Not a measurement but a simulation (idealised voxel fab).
The following process module bears the name voxel self aligned contacts.
Cross-section cut: width 195 nm, square cells of 5 nm.
A cross-section is a grid of square cells, given in bands from the top down. A band is one or more rows of cells.
It is stipulated that each band's entry specify, in nanometres, the height of the top of the band and then that of its bottom, followed by the materials of the band in left-to-right sequence, each together with its width in nanometres. A single material marked by the word "edge to edge" is understood to fill the band from edge to edge; the word "empty" is understood to denote empty space.
Heights are measured from 0, the level below which the as-received wafer is all one material; the lowest band has no bottom and continues downward, written as in "0 nm and below".
Graded width ("30..40"): value in top row of band = first number; value in bottom row = second number; row-to-row change constant.
"left unchanged", as given for a step, is the statement that not any cell of the cross-section underwent a change during that step.
Closed empty spaces (no open way to the top) of 8 cells or more are what "Non-vented voids" lists, each as width x height at distance from the left edge, nm for all three.
after a step's settings: what the simulator itself notes on the step
When a step includes a mask, the "overlay nm" setting on its line states how far to the right of its planned place that mask lay, and negative values state how far to the left.
## This section lists the process steps that were planned
1. RECEIVE with material Si
2. OXIDIZE with depth nm 5
3. DIRECTIONAL_DEP with material polySi, thk nm 20
4. DIRECTIONAL_DEP with material SiN, thk nm 20
5. DIRECTIONAL_DEP with material aC, thk nm 15
6. PATTERN with tone cover, mask id GATE, material resist, width nm 15, pitch nm 65, thk nm 30, overlay nm 0
7. DIRECTIONAL_ETCH with etch materials aC, depth nm 15
8. STRIP with etch materials resist
9. DIRECTIONAL_ETCH with etch materials SiN, depth nm 20
10. DIRECTIONAL_ETCH with etch materials polySi, depth nm 20
11. STRIP with etch materials aC
12. CONFORMAL_DEP with material SiN, thk nm 10
13. DIRECTIONAL_ETCH with etch materials SiN, depth nm 10
14. FILL_DEP with material SiO2, thk nm 20
15. CMP with height nm 50
16. PATTERN with tone open, mask id CONTACT, material resist, width nm 50, pitch nm 65, thk nm 20, overlay nm 0
17. DIRECTIONAL_ETCH with etch materials SiO2, depth nm 55
18. STRIP with etch materials resist
19. CONFORMAL_DEP with material TiN, thk nm 5
20. FILL_DEP with material Ru, thk nm 5
21. CMP with height nm 50
22. CONFORMAL_DEP with material SiCN, thk nm 5
Quick note for whoever runs this: the wafers start identical, but the width nm at step 6 isn't the same across them. The plan just shows what the first wafer had.
## Cross-section: the first of several wafers in its as-received state, i.e. following step 1
	0 nm and below = Si edge to edge
	Non-vented voids: none
## Cross-section after step 22, the final step of the module, for the first of several wafers
	55 nm to 50 nm = SiCN edge to edge
	50 nm to 40 nm = SiO2 (40)  TiN (5..15)  Ru (40..20)  TiN (5..15)  SiO2 (15)  TiN (5..15)  Ru (40..20)  TiN (5..15)  SiO2 (40)
	40 nm to 20 nm = SiO2 (15)  SiN (35)  TiN (5)  Ru (20)  TiN (5)  SiN (35)  TiN (5)  Ru (20)  TiN (5)  SiN (35)  SiO2 (15)
	20 nm to 0 nm = SiO2 (15)  SiN (10)  polySi (15)  SiN (10)  TiN (5)  Ru (20)  TiN (5)  SiN (10)  polySi (15)  SiN (10)  TiN (5)  Ru (20)  TiN (5)  SiN (10)  polySi (15)  SiN (10)  SiO2 (15)
	0 nm to -5 nm = SiO2 (50)  TiN (30)  SiO2 (35)  TiN (30)  SiO2 (50)
	-5 nm and below = Si edge to edge
	Non-vented voids: none
## Cross-sectional depiction of the last of several wafers upon completion of the module
	55 nm to 50 nm = SiCN edge to edge
	50 nm to 45 nm = SiO2 (40)  TiN (5)  Ru (40)  TiN (5)  SiO2 (15)  TiN (5)  Ru (40)  TiN (5)  SiO2 (40)
	45 nm to 40 nm = SiO2 (40)  TiN (50)  SiO2 (15)  TiN (50)  SiO2 (40)
	40 nm to 20 nm = SiO2 (5)  SiN (55)  TiN (10)  SiN (55)  TiN (10)  SiN (55)  SiO2 (5)
	20 nm to 0 nm = SiO2 (5)  SiN (10)  polySi (35)  SiN (10)  TiN (10)  SiN (10)  polySi (35)  SiN (10)  TiN (10)  SiN (10)  polySi (35)  SiN (10)  SiO2 (5)
	0 nm to -5 nm = SiO2 (60)  TiN (10)  SiO2 (55)  TiN (10)  SiO2 (60)
	-5 nm and below = Si edge to edge
	Non-vented voids: none
## Below is a per-wafer table. In it, each row describes the wafer at the end of the module by giving, for each material, the number of cells gained (+) or lost (-) since the wafer was received, and after that the closed voids of the wafer
width nm 15 | +88 Ru | -39 Si | +39 SiCN | +132 SiN | +113 SiO2 | +60 TiN | +36 polySi | Non-vented voids: none
width nm 20 | +70 Ru | -39 Si | +39 SiCN | +144 SiN | +107 SiO2 | +60 TiN | +48 polySi | Non-vented voids: none
width nm 25 | +52 Ru | -39 Si | +39 SiCN | +156 SiN | +101 SiO2 | +60 TiN | +60 polySi | Non-vented voids: none
width nm 30 | +34 Ru | -39 Si | +39 SiCN | +168 SiN | +95 SiO2 | +60 TiN | +72 polySi | Non-vented voids: none
width nm 35 | +16 Ru | -39 Si | +39 SiCN | +180 SiN | +89 SiO2 | +60 TiN | +84 polySi | Non-vented voids: none
